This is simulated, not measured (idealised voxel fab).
process module | voxel capacitor over wiring
The width of the displayed cross-section, cut, is 140 nm; its cells are square, with a size of 5 nm.
For the purposes of this document, a cross-section shall be understood as a grid of square cells, specified as bands listed in top-to-bottom order, each band consisting of one or more rows of cells.
Each band's line starts with the height of the band's top and of its bottom, in nm. Then come its materials from left to right, each with its width in nm. One material with "everywhere" fills the band from edge to edge. "empty" is empty space.
We count height from 0. Below that, the starting wafer is all one material. The lowest band never ends at the bottom but goes on down; see "from 0 down" for how that is written.
Width spec "30..40" -> top row of cells at first value, bottom row at second value, equal per-row change in between.
"nothing changed" for a step: no cell of the cross-section changed in that step.
In "Sealed internal voids" the enclosed voids are listed, meaning empty spaces of 8 cells or larger without any opening to the top. The form is width x height at distance, distance from the left edge, units nm.
Read whatever lies past the settings on a step's line as the simulator's own remark about the step.
When a step includes a mask, the "overlay nm" setting on its line states how far to the right of its planned place that mask lay, and negative values state how far to the left.

So here's the lineup of process steps we planned
1: RECEIVE [material Si]
2: CONFORMAL_DEP [material SiO2] [thk nm 10]
3: CONFORMAL_DEP [material SiN] [thk nm 5]
4: DIRECTIONAL_DEP [material SiO2] [thk nm 15]
5: DIRECTIONAL_DEP [material aC] [thk nm 10]
6: PATTERN [tone open] [mask id METAL_1] [material resist] [width nm 25] [pitch nm 80] [thk nm 25] [overlay nm 0]
7: DIRECTIONAL_ETCH [etch materials aC] [depth nm 10]
8: STRIP [etch materials resist]
9: DIRECTIONAL_ETCH [etch materials SiO2] [depth nm 15]
10: DIRECTIONAL_ETCH [etch materials SiN] [depth nm 5]
11: STRIP [etch materials aC]
12: CONFORMAL_DEP [material TiN] [thk nm 5]
13: FILL_DEP [material W] [thk nm 10]
14: CMP [height nm 30]
15: EPI [material Ru] [thk nm 5]
16: FILL_DEP [material SiCN] [thk nm 5]
17: DIRECTIONAL_DEP [material SiO2] [thk nm 20]
18: DIRECTIONAL_DEP [material aC] [thk nm 15]
19: PATTERN [tone open] [mask id PLUG_1] [material resist] [width nm 15] [thk nm 30] [overlay nm 0]
20: DIRECTIONAL_ETCH [etch materials aC] [depth nm 15]
21: STRIP [etch materials resist]
22: DIRECTIONAL_ETCH [etch materials SiO2] [depth nm 20]
23: DIRECTIONAL_ETCH [etch materials SiCN] [depth nm 5]
24: STRIP [etch materials aC]
25: EPI [material Ru] [thk nm 10]
26: EPI [material Ru] [thk nm 10]
27: EPI [material Ru] [thk nm 5]
28: DIRECTIONAL_DEP [material TiN] [thk nm 10]
29: DIRECTIONAL_DEP [material SiN] [thk nm 5]
30: DIRECTIONAL_DEP [material TiN] [thk nm 10]
31: DIRECTIONAL_DEP [material aC] [thk nm 15]
32: PATTERN [tone cover] [mask id UPPER_PLATE] [material resist] [width nm 60] [thk nm 35] [overlay nm 0]
33: DIRECTIONAL_ETCH [etch materials aC] [depth nm 15]
34: STRIP [etch materials resist]
35: DIRECTIONAL_ETCH [etch materials TiN] [depth nm 10]
36: DIRECTIONAL_ETCH [etch materials SiN] [depth nm 5]
37: STRIP [etch materials aC]
38: DIRECTIONAL_DEP [material aC] [thk nm 15]
39: PATTERN [tone cover] [mask id LOWER_PLATE] [material resist] [width nm 70] [thk nm 30] [overlay nm 0]
40: DIRECTIONAL_ETCH [etch materials aC] [depth nm 15]
41: STRIP [etch materials resist]
42: DIRECTIONAL_ETCH [etch materials TiN] [depth nm 10]
43: STRIP [etch materials aC]
44: FILL_DEP [material SiO2] [thk nm 15]
45: CMP [height nm 95]
46: DIRECTIONAL_DEP [material aC] [thk nm 15]
47: PATTERN [tone open] [mask id PLUG_2] [material resist] [width nm 15] [thk nm 35] [overlay nm 0]
48: DIRECTIONAL_ETCH [etch materials aC] [depth nm 15]
49: STRIP [etch materials resist]
50: DIRECTIONAL_ETCH [etch materials SiO2] [depth nm 10]
51: STRIP [etch materials aC]
52: CONFORMAL_DEP [material TiN] [thk nm 5]
53: FILL_DEP [material Cu] [thk nm 5]
54: CMP [height nm 95]
55: CONFORMAL_DEP [material SiCN] [thk nm 5]

First out of two wafers; run went to plan

As received (post step 1): cross-section
> from 0 down = Si everywhere
> Sealed internal voids: none

Step 2 done - wafer cross-section
> from 10 to 0 = SiO2 everywhere
> Under the height 0 nothing was changed.

Step 3 done - wafer cross-section
> from 15 to 10 = SiN everywhere
> Under the height 10 nothing was changed.

Step 4 done - wafer cross-section
> from 30 to 15 = SiO2 everywhere
> Under the height 15 nothing was changed.

Step 5 done - wafer cross-section
> from 40 to 30 = aC everywhere
> Under the height 30 nothing was changed.

Step 6 done - wafer cross-section
> from 65 to 40 = resist (15); empty (25); resist (55); empty (25); resist (20)
> Under the height 40 nothing was changed.

Step 7 done - wafer cross-section
> from 55 to 40 = resist (15); empty (25); resist (55); empty (25); resist (20)
> from 40 to 30 = aC (15); empty (25); aC (55); empty (25); aC (20)
> Under the height 30 nothing was changed.

Step 8 done - wafer cross-section
> from 40 to 30 = aC (15); empty (25); aC (55); empty (25); aC (20)
> Under the height 30 nothing was changed.

Step 9 done - wafer cross-section
> from 40 to 30 = aC (15); empty (25); aC (55); empty (25); aC (20)
> from 30 to 15 = SiO2 (15); empty (25); SiO2 (55); empty (25); SiO2 (20)
> Under the height 15 nothing was changed.

Step 10 done - wafer cross-section
> from 40 to 30 = aC (15); empty (25); aC (55); empty (25); aC (20)
> from 30 to 15 = SiO2 (15); empty (25); SiO2 (55); empty (25); SiO2 (20)
> from 15 to 10 = SiN (15); empty (25); SiN (55); empty (25); SiN (20)
> Under the height 10 nothing was changed.

Step 11 done - wafer cross-section
> from 30 to 15 = SiO2 (15); empty (25); SiO2 (55); empty (25); SiO2 (20)
> Under the height 15 nothing was changed.

Step 12 done - wafer cross-section
> from 35 to 30 = TiN (20); empty (15); TiN (65); empty (15); TiN (25)
> from 30 to 15 = SiO2 (15); TiN (5); empty (15); TiN (5); SiO2 (55); TiN (5); empty (15); TiN (5); SiO2 (20)
> from 15 to 10 = SiN (15); TiN (25); SiN (55); TiN (25); SiN (20)
> Under the height 10 nothing was changed.

Step 13 done - wafer cross-section
> from 45 to 35 = W everywhere
> from 35 to 30 = TiN (20); W (15); TiN (65); W (15); TiN (25)
> from 30 to 15 = SiO2 (15); TiN (5); W (15); TiN (5); SiO2 (55); TiN (5); W (15); TiN (5); SiO2 (20)
> Under the height 15 nothing was changed.

Step 14 done - wafer cross-section
> from 30 to 15 = SiO2 (15); TiN (5); W (15); TiN (5); SiO2 (55); TiN (5); W (15); TiN (5); SiO2 (20)
> Under the height 15 nothing was changed.

Step 15 done - wafer cross-section
> from 35 to 30 = empty (10); Ru (35); empty (45); Ru (35); empty (15)
> Under the height 30 nothing was changed.

Step 16 done - wafer cross-section
> from 40 to 35 = SiCN everywhere
> from 35 to 30 = SiCN (10); Ru (35); SiCN (45); Ru (35); SiCN (15)
> Under the height 30 nothing was changed.

Step 17 done - wafer cross-section
> from 60 to 40 = SiO2 everywhere
> Under the height 40 nothing was changed.

Step 18 done - wafer cross-section
> from 75 to 60 = aC everywhere
> Under the height 60 nothing was changed.

Step 19 done - wafer cross-section
> from 105 to 75 = resist (25); empty (15); resist (100)
> Under the height 75 nothing was changed.

Step 20 done - wafer cross-section
> from 90 to 75 = resist (25); empty (15); resist (100)
> from 75 to 60 = aC (25); empty (15); aC (100)
> Under the height 60 nothing was changed.

Step 21 done - wafer cross-section
> from 75 to 60 = aC (25); empty (15); aC (100)
> Under the height 60 nothing was changed.

Step 22 done - wafer cross-section
> from 75 to 60 = aC (25); empty (15); aC (100)
> from 60 to 40 = SiO2 (25); empty (15); SiO2 (100)
> Under the height 40 nothing was changed.

Step 23 done - wafer cross-section
> from 75 to 60 = aC (25); empty (15); aC (100)
> from 60 to 40 = SiO2 (25); empty (15); SiO2 (100)
> from 40 to 35 = SiCN (25); empty (15); SiCN (100)
> Under the height 35 nothing was changed.

Step 24 done - wafer cross-section
> from 60 to 40 = SiO2 (25); empty (15); SiO2 (100)
> Under the height 40 nothing was changed.

Step 25 done - wafer cross-section
> from 60 to 45 = SiO2 (25); empty (15); SiO2 (100)
> from 45 to 40 = SiO2 (25); Ru (15); SiO2 (100)
> from 40 to 35 = SiCN (25); Ru (15); SiCN (100)
> Under the height 35 nothing was changed.

Step 26 done - wafer cross-section
> from 60 to 55 = SiO2 (25); empty (15); SiO2 (100)
> from 55 to 40 = SiO2 (25); Ru (15); SiO2 (100)
> Under the height 40 nothing was changed.

Step 27 done - wafer cross-section
> from 60 to 40 = SiO2 (25); Ru (15); SiO2 (100)
> Under the height 40 nothing was changed.

Step 28 done - wafer cross-section
> from 70 to 60 = TiN everywhere
> Under the height 60 nothing was changed.

Step 29 done - wafer cross-section
> from 75 to 70 = SiN everywhere
> Under the height 70 nothing was changed.

Step 30 done - wafer cross-section
> from 85 to 75 = TiN everywhere
> Under the height 75 nothing was changed.

Step 31 done - wafer cross-section
> from 100 to 85 = aC everywhere
> Under the height 85 nothing was changed.

Step 32 done - wafer cross-section
> from 135 to 100 = empty (25); resist (60); empty (55)
> Under the height 100 nothing was changed.

Step 33 done - wafer cross-section
> from 120 to 100 = empty (25); resist (60); empty (55)
> from 100 to 85 = empty (25); aC (60); empty (55)
> Under the height 85 nothing was changed.

Step 34 done - wafer cross-section
> from 100 to 85 = empty (25); aC (60); empty (55)
> Under the height 85 nothing was changed.

Step 35 done - wafer cross-section
> from 100 to 85 = empty (25); aC (60); empty (55)
> from 85 to 75 = empty (25); TiN (60); empty (55)
> Under the height 75 nothing was changed.

Step 36 done - wafer cross-section
> from 100 to 85 = empty (25); aC (60); empty (55)
> from 85 to 75 = empty (25); TiN (60); empty (55)
> from 75 to 70 = empty (25); SiN (60); empty (55)
> Under the height 70 nothing was changed.

Step 37 done - wafer cross-section
> from 85 to 75 = empty (25); TiN (60); empty (55)
> Under the height 75 nothing was changed.

Step 38 done - wafer cross-section
> from 100 to 85 = empty (25); aC (60); empty (55)
> from 85 to 75 = aC (25); TiN (60); aC (55)
> from 75 to 70 = aC (25); SiN (60); aC (55)
> Under the height 70 nothing was changed.

Step 39 done - wafer cross-section
> from 130 to 100 = empty (20); resist (70); empty (50)
> from 100 to 85 = empty (20); resist (5); aC (60); resist (5); empty (50)
> Under the height 85 nothing was changed.

Step 40 done - wafer cross-section
> from 115 to 100 = empty (20); resist (70); empty (50)
> from 100 to 85 = empty (20); resist (5); aC (60); resist (5); empty (50)
> from 85 to 75 = empty (20); aC (5); TiN (60); aC (5); empty (50)
> from 75 to 70 = empty (20); aC (5); SiN (60); aC (5); empty (50)
> Under the height 70 nothing was changed.

Step 41 done - wafer cross-section
> from 100 to 85 = empty (25); aC (60); empty (55)
> Under the height 85 nothing was changed.

Step 42 done - wafer cross-section
> from 100 to 85 = empty (25); aC (60); empty (55)
> from 85 to 75 = empty (20); aC (5); TiN (60); aC (5); empty (50)
> from 75 to 70 = empty (20); aC (5); SiN (60); aC (5); empty (50)
> from 70 to 60 = empty (20); TiN (70); empty (50)
> Under the height 60 nothing was changed.

Step 43 done - wafer cross-section
> from 85 to 75 = empty (25); TiN (60); empty (55)
> from 75 to 70 = empty (25); SiN (60); empty (55)
> Under the height 70 nothing was changed.

Step 44 done - wafer cross-section
> from 100 to 85 = SiO2 everywhere
> from 85 to 75 = SiO2 (25); TiN (60); SiO2 (55)
> from 75 to 70 = SiO2 (25); SiN (60); SiO2 (55)
> from 70 to 60 = SiO2 (20); TiN (70); SiO2 (50)
> Under the height 60 nothing was changed.

Step 45 done - wafer cross-section
> from 95 to 85 = SiO2 everywhere
> Under the height 85 nothing was changed.

Step 46 done - wafer cross-section
> from 110 to 95 = aC everywhere
> Under the height 95 nothing was changed.

Step 47 done - wafer cross-section
> from 145 to 110 = resist (35); empty (15); resist (90)
> Under the height 110 nothing was changed.

Step 48 done - wafer cross-section
> from 130 to 110 = resist (35); empty (15); resist (90)
> from 110 to 95 = aC (35); empty (15); aC (90)
> Under the height 95 nothing was changed.

Step 49 done - wafer cross-section
> from 110 to 95 = aC (35); empty (15); aC (90)
> Under the height 95 nothing was changed.

Step 50 done - wafer cross-section
> from 110 to 95 = aC (35); empty (15); aC (90)
> from 95 to 85 = SiO2 (35); empty (15); SiO2 (90)
> Under the height 85 nothing was changed.

Step 51 done - wafer cross-section
> from 95 to 85 = SiO2 (35); empty (15); SiO2 (90)
> Under the height 85 nothing was changed.

Step 52 done - wafer cross-section
> from 100 to 95 = TiN (40); empty (5); TiN (95)
> from 95 to 90 = SiO2 (35); TiN (5); empty (5); TiN (5); SiO2 (90)
> from 90 to 85 = SiO2 (35); TiN (15); SiO2 (90)
> Under the height 85 nothing was changed.

Step 53 done - wafer cross-section
> from 105 to 100 = Cu everywhere
> from 100 to 95 = TiN (40); Cu (5); TiN (95)
> from 95 to 90 = SiO2 (35); TiN (5); Cu (5); TiN (5); SiO2 (90)
> Under the height 90 nothing was changed.

Step 54 done - wafer cross-section
> from 95 to 90 = SiO2 (35); TiN (5); Cu (5); TiN (5); SiO2 (90)
> Under the height 90 nothing was changed.

Step 55 done - wafer cross-section
> from 100 to 95 = SiCN everywhere
> Under the height 95 nothing was changed.

Wafer two: like wafer one in start and plan, but with one mistake in execution; identical up to and including step 16

Second wafer at the planned finish of step 17, seen in cross-section
> from 80 to 40 = SiO2 everywhere
> Under the height 40 nothing was changed.

Second wafer at the planned finish of step 18, seen in cross-section
> from 95 to 80 = aC everywhere
> Under the height 80 nothing was changed.

Second wafer at the planned finish of step 19, seen in cross-section
> from 125 to 95 = resist (25); empty (15); resist (100)
> Under the height 95 nothing was changed.

Second wafer at the planned finish of step 20, seen in cross-section
> from 110 to 95 = resist (25); empty (15); resist (100)
> from 95 to 80 = aC (25); empty (15); aC (100)
> Under the height 80 nothing was changed.

Second wafer at the planned finish of step 21, seen in cross-section
> from 95 to 80 = aC (25); empty (15); aC (100)
> Under the height 80 nothing was changed.

Second wafer at the planned finish of step 22, seen in cross-section
> from 95 to 80 = aC (25); empty (15); aC (100)
> from 80 to 60 = SiO2 (25); empty (15); SiO2 (100)
> Under the height 60 nothing was changed.

Second wafer at the planned finish of step 23, seen in cross-section: nothing changed

Second wafer at the planned finish of step 24, seen in cross-section
> from 80 to 60 = SiO2 (25); empty (15); SiO2 (100)
> Under the height 60 nothing was changed.

Second wafer at the planned finish of step 25, seen in cross-section: nothing changed

Second wafer at the planned finish of step 26, seen in cross-section: nothing changed

Second wafer at the planned finish of step 27, seen in cross-section: nothing changed

Second wafer at the planned finish of step 28, seen in cross-section
> from 90 to 80 = TiN (25); empty (15); TiN (100)
> from 80 to 70 = SiO2 (25); empty (15); SiO2 (100)
> from 70 to 60 = SiO2 (25); TiN (15); SiO2 (100)
> Under the height 60 nothing was changed.

Second wafer at the planned finish of step 29, seen in cross-section
> from 95 to 90 = SiN (25); empty (15); SiN (100)
> from 90 to 80 = TiN (25); empty (15); TiN (100)
> from 80 to 75 = SiO2 (25); empty (15); SiO2 (100)
> from 75 to 70 = SiO2 (25); SiN (15); SiO2 (100)
> Under the height 70 nothing was changed.

Second wafer at the planned finish of step 30, seen in cross-section
> from 105 to 95 = TiN (25); empty (15); TiN (100)
> from 95 to 90 = SiN (25); empty (15); SiN (100)
> from 90 to 85 = TiN (25); empty (15); TiN (100)
> from 85 to 80 = TiN everywhere
> from 80 to 75 = SiO2 (25); TiN (15); SiO2 (100)
> Under the height 75 nothing was changed.

Second wafer at the planned finish of step 31, seen in cross-section
> from 120 to 105 = aC (25); empty (15); aC (100)
> from 105 to 100 = TiN (25); empty (15); TiN (100)
> from 100 to 95 = TiN (25); aC (15); TiN (100)
> from 95 to 90 = SiN (25); aC (15); SiN (100)
> from 90 to 85 = TiN (25); aC (15); TiN (100)
> Under the height 85 nothing was changed.

Second wafer at the planned finish of step 32, seen in cross-section
> from 155 to 120 = empty (25); resist (60); empty (55)
> from 120 to 105 = aC (25); resist (15); aC (100)
> from 105 to 100 = TiN (25); resist (15); TiN (100)
> Under the height 100 nothing was changed.

Second wafer at the planned finish of step 33, seen in cross-section
> from 140 to 120 = empty (25); resist (60); empty (55)
> from 120 to 105 = empty (25); resist (15); aC (45); empty (55)
> Under the height 105 nothing was changed.

Second wafer at the planned finish of step 34, seen in cross-section
> from 120 to 105 = empty (40); aC (45); empty (55)
> from 105 to 100 = TiN (25); empty (15); TiN (100)
> Under the height 100 nothing was changed.

Second wafer at the planned finish of step 35, seen in cross-section
> from 120 to 105 = empty (40); aC (45); empty (55)
> from 105 to 100 = empty (40); TiN (45); empty (55)
> from 100 to 95 = empty (25); aC (15); TiN (45); empty (55)
> Under the height 95 nothing was changed.

Second wafer at the planned finish of step 36, seen in cross-section
> from 120 to 105 = empty (40); aC (45); empty (55)
> from 105 to 100 = empty (40); TiN (45); empty (55)
> from 100 to 95 = empty (25); aC (15); TiN (45); empty (55)
> from 95 to 90 = empty (25); aC (15); SiN (45); empty (55)
> Under the height 90 nothing was changed.

Second wafer at the planned finish of step 37, seen in cross-section
> from 105 to 95 = empty (40); TiN (45); empty (55)
> from 95 to 90 = empty (40); SiN (45); empty (55)
> from 90 to 85 = TiN (25); empty (15); TiN (100)
> Under the height 85 nothing was changed.

Second wafer at the planned finish of step 38, seen in cross-section
> from 120 to 105 = empty (40); aC (45); empty (55)
> from 105 to 100 = aC (25); empty (15); TiN (45); aC (55)
> from 100 to 95 = aC (40); TiN (45); aC (55)
> from 95 to 90 = aC (40); SiN (45); aC (55)
> from 90 to 85 = TiN (25); aC (15); TiN (100)
> Under the height 85 nothing was changed.

Second wafer at the planned finish of step 39, seen in cross-section
> from 150 to 120 = empty (20); resist (70); empty (50)
> from 120 to 105 = empty (20); resist (20); aC (45); resist (5); empty (50)
> from 105 to 100 = aC (25); resist (15); TiN (45); aC (55)
> Under the height 100 nothing was changed.

Second wafer at the planned finish of step 40, seen in cross-section
> from 135 to 120 = empty (20); resist (70); empty (50)
> from 120 to 105 = empty (20); resist (20); aC (45); resist (5); empty (50)
> from 105 to 100 = empty (20); aC (5); resist (15); TiN (45); aC (5); empty (50)
> from 100 to 95 = empty (20); aC (20); TiN (45); aC (5); empty (50)
> from 95 to 90 = empty (20); aC (20); SiN (45); aC (5); empty (50)
> Under the height 90 nothing was changed.

Second wafer at the planned finish of step 41, seen in cross-section
> from 120 to 105 = empty (40); aC (45); empty (55)
> from 105 to 100 = empty (20); aC (5); empty (15); TiN (45); aC (5); empty (50)
> Under the height 100 nothing was changed.

Second wafer at the planned finish of step 42, seen in cross-section
> from 120 to 105 = empty (40); aC (45); empty (55)
> from 105 to 100 = empty (20); aC (5); empty (15); TiN (45); aC (5); empty (50)
> from 100 to 95 = empty (20); aC (20); TiN (45); aC (5); empty (50)
> from 95 to 90 = empty (20); aC (20); SiN (45); aC (5); empty (50)
> from 90 to 85 = empty (20); TiN (5); aC (15); TiN (50); empty (50)
> from 85 to 80 = empty (20); TiN (70); empty (50)
> Under the height 80 nothing was changed.

Second wafer at the planned finish of step 43, seen in cross-section
> from 105 to 95 = empty (40); TiN (45); empty (55)
> from 95 to 90 = empty (40); SiN (45); empty (55)
> from 90 to 85 = empty (20); TiN (5); empty (15); TiN (50); empty (50)
> Under the height 85 nothing was changed.

Second wafer at the planned finish of step 44, seen in cross-section
> from 120 to 105 = SiO2 everywhere
> from 105 to 95 = SiO2 (40); TiN (45); SiO2 (55)
> from 95 to 90 = SiO2 (40); SiN (45); SiO2 (55)
> from 90 to 85 = SiO2 (20); TiN (5); SiO2 (15); TiN (50); SiO2 (50)
> from 85 to 75 = SiO2 (20..25); TiN (70..15); SiO2 (50..100)
> Under the height 75 nothing was changed.

Second wafer at the planned finish of step 45, seen in cross-section
> from 95 to 90 = SiO2 (40); SiN (45); SiO2 (55)
> Under the height 90 nothing was changed.

Second wafer at the planned finish of step 46, seen in cross-section
> from 110 to 95 = aC everywhere
> Under the height 95 nothing was changed.

Second wafer at the planned finish of step 47, seen in cross-section
> from 145 to 110 = resist (35); empty (15); resist (90)
> Under the height 110 nothing was changed.

Second wafer at the planned finish of step 48, seen in cross-section
> from 130 to 110 = resist (35); empty (15); resist (90)
> from 110 to 95 = aC (35); empty (15); aC (90)
> Under the height 95 nothing was changed.

Second wafer at the planned finish of step 49, seen in cross-section
> from 110 to 95 = aC (35); empty (15); aC (90)
> Under the height 95 nothing was changed.

Second wafer at the planned finish of step 50, seen in cross-section
> from 110 to 95 = aC (35); empty (15); aC (90)
> from 95 to 90 = SiO2 (35); empty (5); SiN (45); SiO2 (55)
> from 90 to 85 = SiO2 (20); TiN (5); SiO2 (10); empty (5); TiN (50); SiO2 (50)
> Under the height 85 nothing was changed.

Second wafer at the planned finish of step 51, seen in cross-section
> from 95 to 90 = SiO2 (35); empty (5); SiN (45); SiO2 (55)
> Under the height 90 nothing was changed.

Second wafer at the planned finish of step 52, seen in cross-section
> from 100 to 95 = TiN everywhere
> from 95 to 90 = SiO2 (35); TiN (5); SiN (45); SiO2 (55)
> from 90 to 85 = SiO2 (20); TiN (5); SiO2 (10); TiN (55); SiO2 (50)
> Under the height 85 nothing was changed.

Second wafer at the planned finish of step 53, seen in cross-section
> from 105 to 100 = Cu everywhere
> Under the height 100 nothing was changed.

Second wafer at the planned finish of step 54, seen in cross-section
> from 95 to 90 = SiO2 (35); TiN (5); SiN (45); SiO2 (55)
> Under the height 90 nothing was changed.

Second wafer at the planned finish of step 55, seen in cross-section
> from 100 to 95 = SiCN everywhere
> Under the height 95 nothing was changed.
Nonconformance to the process plan: the plan had its step 17 run twice
FYI, end of process, the second wafer has more or fewer cells of some materials than the first: Cu -1 | Ru -15 | SiCN +3 | SiO2 +34 | TiN -21
